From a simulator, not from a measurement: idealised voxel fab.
Process module under the name voxel gate over fins
The cross-section on display is named cut; it measures 240 nm wide, and its cells are 5 nm squares.
For the purposes of this document, a cross-section shall be understood as a grid of square cells, specified as bands listed in top-to-bottom order, each band consisting of one or more rows of cells. For a band, the entry starts with two heights in nm, that of the top and then that of the bottom, and carries on with the band's materials in order from left to right, each alongside its width in nm; the word "all across" beside a single material means it fills the band edge to edge, and "blank" means empty space. A quick word on heights: they are counted from 0, and under that level the wafer as it came to us is one material throughout. The lowest band is different from the rest in having no bottom; it simply continues downward, written as in "0 and below". Graded width ("30->40"): value in top row of band = first number; value in bottom row = second number; row-to-row change constant. Given "nothing altered" for a step, no cell of the cross-section differs between before and after that step. Under "Trapped voids" you'll find the enclosed gaps, the ones with no way out to the top, that are 8 cells or bigger; each reads width x height at distance, with distance counted from the left edge, everything in nm. after a step's settings: what the simulator itself notes on the step. overlay nm, on a step with a mask: how far to the right of its planned place the mask lay; to the left if negative.
Process steps foreseen in the plan:
1 RECEIVE,material Si
2 CONFORMAL_DEP,material SiN,thk nm 5
3 PATTERN,tone cover,mask id FINS,material resist,width nm 15,pitch nm 50,thk nm 15,overlay nm 0
4 DIRECTIONAL_ETCH,etch materials SiN,depth nm 5
5 DIRECTIONAL_ETCH,etch materials Si,depth nm 30
6 STRIP,etch materials resist
7 OXIDIZE,depth nm 5
8 FILL_DEP,material SiO2,thk nm 5
9 CMP,height nm 5
10 MASKED_ETCH,tone open,mask id RAIL,width nm 15,etch materials SiO2,depth nm 30,overlay nm 0
11 CONFORMAL_DEP,material TiN,thk nm 5
12 FILL_DEP,material W,thk nm 10
13 CMP,height nm 5
14 SELECTIVE_ETCH,etch materials W Ru TiN,depth nm 20
15 FILL_DEP,material SiO2,thk nm 5
16 CMP,height nm 5
17 SELECTIVE_ETCH,etch materials SiO2,depth nm 15
18 STRIP,etch materials SiN
19 CONFORMAL_DEP,material HfO2,thk nm 5
20 CONFORMAL_DEP,material TiN,thk nm 5
21 FILL_DEP,material W,thk nm 15
22 CMP,height nm 20
23 CONFORMAL_DEP,material SiN,thk nm 5
Incoming wafer in cross-section (state: after step 1):
* 0 and below: Si all across
* Trapped voids: none
Same starting wafer, same plan as above, one mistake in the execution; this is the cross-section at the end of the module:
* 25 down to 20: SiN all across
* 20 down to 10: W all across
* 10 down to 5: W 80 nm | TiN 25 nm | W 25 nm | TiN 25 nm | W 85 nm
* 5 down to 0: W 80 nm | TiN 5 nm | HfO2 15 nm | TiN 5 nm | W 25 nm | TiN 5 nm | HfO2 15 nm | TiN 5 nm | W 85 nm
* 0 down to -5: TiN 85 nm | HfO2 5 nm | Si 5 nm | HfO2 5 nm | TiN 35 nm | HfO2 5 nm | Si 5 nm | HfO2 5 nm | TiN 90 nm
* -5 down to -10: HfO2 90 nm | Si 5 nm | HfO2 45 nm | Si 5 nm | HfO2 95 nm
* -10 down to -15: SiO2 90 nm | Si 5 nm | SiO2 45 nm | Si 5 nm | SiO2 95 nm
* -15 down to -20: SiO2 90 nm | Si 5 nm | SiO2 15 nm | TiN 5 nm | W 5 nm | TiN 5 nm | SiO2 15 nm | Si 5 nm | SiO2 95 nm
* -20 down to -25: SiO2 90 nm | Si 5 nm | SiO2 15 nm | TiN 15 nm | SiO2 15 nm | Si 5 nm | SiO2 95 nm
* -25 down to -65: SiO2 90 nm | Si 5 nm | SiO2 45 nm | Si 5 nm | SiO2 95 nm
* -65 and below: Si all across
* Trapped voids: none
What was done differently from what was planned? step 5, plan: ran twice
